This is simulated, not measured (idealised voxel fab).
process module | voxel self aligned vias
cross-section cut | 280 nm wide | cells 5 nm
A cross-section is a grid of square cells, given in bands from the top down. A band is one or more rows of cells.
Each band's line starts with the height of the band's top and of its bottom, in nm. Then come its materials from left to right, each with its width in nm. One material with "throughout" fills the band from edge to edge. "air" is empty space.
Height 0 is the level under which the wafer as received is all one material. The lowest band goes on downwards, as in "0 down".
A width such as "30 to 40" changes by the same amount from each row of cells to the next, from the band's top row to its bottom row.
"no change" after a step means that no cell of the cross-section changed.
closed voids: empty space of 8 cells or more with no open way to the top, each as width x height at its distance from the left edge, in nm
after a step's settings: what the simulator itself notes on the step
overlay nm, on a step with a mask: how far to the right of its planned place the mask lay; to the left if negative
plan
1 op RECEIVE | material Si
2 op CONFORMAL_DEP | material SiO2 | thk nm 10
3 op CONFORMAL_DEP | material SiCN | thk nm 5
4 op DIRECTIONAL_DEP | material lowk | thk nm 30
5 op DIRECTIONAL_DEP | material aC | thk nm 15
6 op PATTERN | tone open | mask id LINES | material resist | width nm 30 | pitch nm 65 | thk nm 35 | overlay nm 0
7 op DIRECTIONAL_ETCH | etch materials aC | depth nm 15
8 op STRIP | etch materials resist
9 op DIRECTIONAL_ETCH | etch materials lowk | depth nm 30
10 op STRIP | etch materials aC
11 op CONFORMAL_DEP | material TiN | thk nm 5
12 op FILL_DEP | material W | thk nm 10
13 op CMP | height nm 45
14 op SELECTIVE_ETCH | etch materials W Ru TiN | depth nm 10
15 op FILL_DEP | material SiN | thk nm 5
16 op CMP | height nm 45
17 op DIRECTIONAL_DEP | material lowk | thk nm 20
18 op MASKED_ETCH | tone open | mask id VIAS | width nm 50 | pitch nm 65 | etch materials lowk | depth nm 20 | overlay nm 0
19 op MASKED_ETCH | tone open | mask id VIAS | width nm 50 | pitch nm 65 | etch materials SiN | depth nm 10 | overlay nm 0
20 op CONFORMAL_DEP | material TiN | thk nm 5
21 op FILL_DEP | material Ru | thk nm 10
22 op CMP | height nm 65
23 op CONFORMAL_DEP | material SiN | thk nm 5
first wafer, as planned
as received, after step 1
  0 down: Si throughout
  closed voids: none
after step 2
  10 to 0: SiO2 throughout
  below 0: unchanged
after step 3
  15 to 10: SiCN throughout
  below 10: unchanged
after step 4
  45 to 15: lowk throughout
  below 15: unchanged
after step 5
  60 to 45: aC throughout
  below 45: unchanged
after step 6
  95 to 60: resist 60 | air 30 | resist 35 | air 30 | resist 35 | air 30 | resist 60
  below 60: unchanged
after step 7
  80 to 60: resist 60 | air 30 | resist 35 | air 30 | resist 35 | air 30 | resist 60
  60 to 45: aC 60 | air 30 | aC 35 | air 30 | aC 35 | air 30 | aC 60
  below 45: unchanged
after step 8
  60 to 45: aC 60 | air 30 | aC 35 | air 30 | aC 35 | air 30 | aC 60
  below 45: unchanged
after step 9
  60 to 45: aC 60 | air 30 | aC 35 | air 30 | aC 35 | air 30 | aC 60
  45 to 15: lowk 60 | air 30 | lowk 35 | air 30 | lowk 35 | air 30 | lowk 60
  below 15: unchanged
after step 10
  45 to 15: lowk 60 | air 30 | lowk 35 | air 30 | lowk 35 | air 30 | lowk 60
  below 15: unchanged
after step 11
  50 to 45: TiN 65 | air 20 | TiN 45 | air 20 | TiN 45 | air 20 | TiN 65
  45 to 20: lowk 60 | TiN 5 | air 20 | TiN 5 | lowk 35 | TiN 5 | air 20 | TiN 5 | lowk 35 | TiN 5 | air 20 | TiN 5 | lowk 60
  20 to 15: lowk 60 | TiN 30 | lowk 35 | TiN 30 | lowk 35 | TiN 30 | lowk 60
  below 15: unchanged
after step 12
  60 to 50: W throughout
  50 to 45: TiN 65 | W 20 | TiN 45 | W 20 | TiN 45 | W 20 | TiN 65
  45 to 20: lowk 60 | TiN 5 | W 20 | TiN 5 | lowk 35 | TiN 5 | W 20 | TiN 5 | lowk 35 | TiN 5 | W 20 | TiN 5 | lowk 60
  below 20: unchanged
after step 13
  45 to 20: lowk 60 | TiN 5 | W 20 | TiN 5 | lowk 35 | TiN 5 | W 20 | TiN 5 | lowk 35 | TiN 5 | W 20 | TiN 5 | lowk 60
  below 20: unchanged
after step 14
  45 to 35: lowk 60 | air 30 | lowk 35 | air 30 | lowk 35 | air 30 | lowk 60
  below 35: unchanged
after step 15
  50 to 45: SiN throughout
  45 to 35: lowk 60 | SiN 30 | lowk 35 | SiN 30 | lowk 35 | SiN 30 | lowk 60
  below 35: unchanged
after step 16
  45 to 35: lowk 60 | SiN 30 | lowk 35 | SiN 30 | lowk 35 | SiN 30 | lowk 60
  below 35: unchanged
after step 17
  65 to 45: lowk throughout
  below 45: unchanged
after step 18
  65 to 45: lowk 50 | air 50 | lowk 15 | air 50 | lowk 15 | air 50 | lowk 50
  below 45: unchanged
after step 19
  65 to 45: lowk 50 | air 50 | lowk 15 | air 50 | lowk 15 | air 50 | lowk 50
  45 to 35: lowk 60 | air 30 | lowk 35 | air 30 | lowk 35 | air 30 | lowk 60
  below 35: unchanged
after step 20
  70 to 65: TiN 55 | air 40 | TiN 25 | air 40 | TiN 25 | air 40 | TiN 55
  65 to 50: lowk 50 | TiN 5 | air 40 | TiN 5 | lowk 15 | TiN 5 | air 40 | TiN 5 | lowk 15 | TiN 5 | air 40 | TiN 5 | lowk 50
  50 to 40: lowk 50 to 60 | TiN 15 to 5 | air 20 | TiN 15 to 5 | lowk 15 to 35 | TiN 15 to 5 | air 20 | TiN 15 to 5 | lowk 15 to 35 | TiN 15 to 5 | air 20 | TiN 15 to 5 | lowk 50 to 60
  40 to 35: lowk 60 | TiN 30 | lowk 35 | TiN 30 | lowk 35 | TiN 30 | lowk 60
  below 35: unchanged
after step 21
  80 to 70: Ru throughout
  70 to 65: TiN 55 | Ru 40 | TiN 25 | Ru 40 | TiN 25 | Ru 40 | TiN 55
  65 to 50: lowk 50 | TiN 5 | Ru 40 | TiN 5 | lowk 15 | TiN 5 | Ru 40 | TiN 5 | lowk 15 | TiN 5 | Ru 40 | TiN 5 | lowk 50
  50 to 40: lowk 50 to 60 | TiN 15 to 5 | Ru 20 | TiN 15 to 5 | lowk 15 to 35 | TiN 15 to 5 | Ru 20 | TiN 15 to 5 | lowk 15 to 35 | TiN 15 to 5 | Ru 20 | TiN 15 to 5 | lowk 50 to 60
  below 40: unchanged
after step 22
  65 to 50: lowk 50 | TiN 5 | Ru 40 | TiN 5 | lowk 15 | TiN 5 | Ru 40 | TiN 5 | lowk 15 | TiN 5 | Ru 40 | TiN 5 | lowk 50
  below 50: unchanged
after step 23
  70 to 65: SiN throughout
  below 65: unchanged
second wafer: like start, like plan, one mistake. Through step 17 it matches the first wafer
when step 18 should have ended
  65 to 45: lowk 60 | air 50 | lowk 15 | air 50 | lowk 15 | air 50 | lowk 40
  below 45: unchanged
when step 19 should have ended
  65 to 45: lowk 60 | air 50 | lowk 15 | air 50 | lowk 15 | air 50 | lowk 40
  45 to 35: lowk 60 | air 30 | lowk 35 | air 30 | lowk 35 | air 30 | lowk 60
  below 35: unchanged
when step 20 should have ended
  70 to 65: TiN 65 | air 40 | TiN 25 | air 40 | TiN 25 | air 40 | TiN 45
  65 to 50: lowk 60 | TiN 5 | air 40 | TiN 5 | lowk 15 | TiN 5 | air 40 | TiN 5 | lowk 15 | TiN 5 | air 40 | TiN 5 | lowk 40
  50 to 40: lowk 60 | TiN 5 | air 20 | TiN 25 to 5 | lowk 15 to 35 | TiN 5 | air 20 | TiN 25 to 5 | lowk 15 to 35 | TiN 5 | air 20 | TiN 25 to 5 | lowk 40 to 60
  40 to 35: lowk 60 | TiN 30 | lowk 35 | TiN 30 | lowk 35 | TiN 30 | lowk 60
  below 35: unchanged
when step 21 should have ended
  80 to 70: Ru throughout
  70 to 65: TiN 65 | Ru 40 | TiN 25 | Ru 40 | TiN 25 | Ru 40 | TiN 45
  65 to 50: lowk 60 | TiN 5 | Ru 40 | TiN 5 | lowk 15 | TiN 5 | Ru 40 | TiN 5 | lowk 15 | TiN 5 | Ru 40 | TiN 5 | lowk 40
  50 to 40: lowk 60 | TiN 5 | Ru 20 | TiN 25 to 5 | lowk 15 to 35 | TiN 5 | Ru 20 | TiN 25 to 5 | lowk 15 to 35 | TiN 5 | Ru 20 | TiN 25 to 5 | lowk 40 to 60
  below 40: unchanged
when step 22 should have ended
  65 to 50: lowk 60 | TiN 5 | Ru 40 | TiN 5 | lowk 15 | TiN 5 | Ru 40 | TiN 5 | lowk 15 | TiN 5 | Ru 40 | TiN 5 | lowk 40
  below 50: unchanged
when step 23 should have ended
  70 to 65: SiN throughout
  below 65: unchanged
what went wrong: step 18 ran as: op MASKED_ETCH | tone open | mask id VIAS | width nm 50 | pitch nm 65 | etch materials lowk | depth nm 20 | overlay nm 10
at the end the second wafer has, in cells: as many of each material as the first, in other places
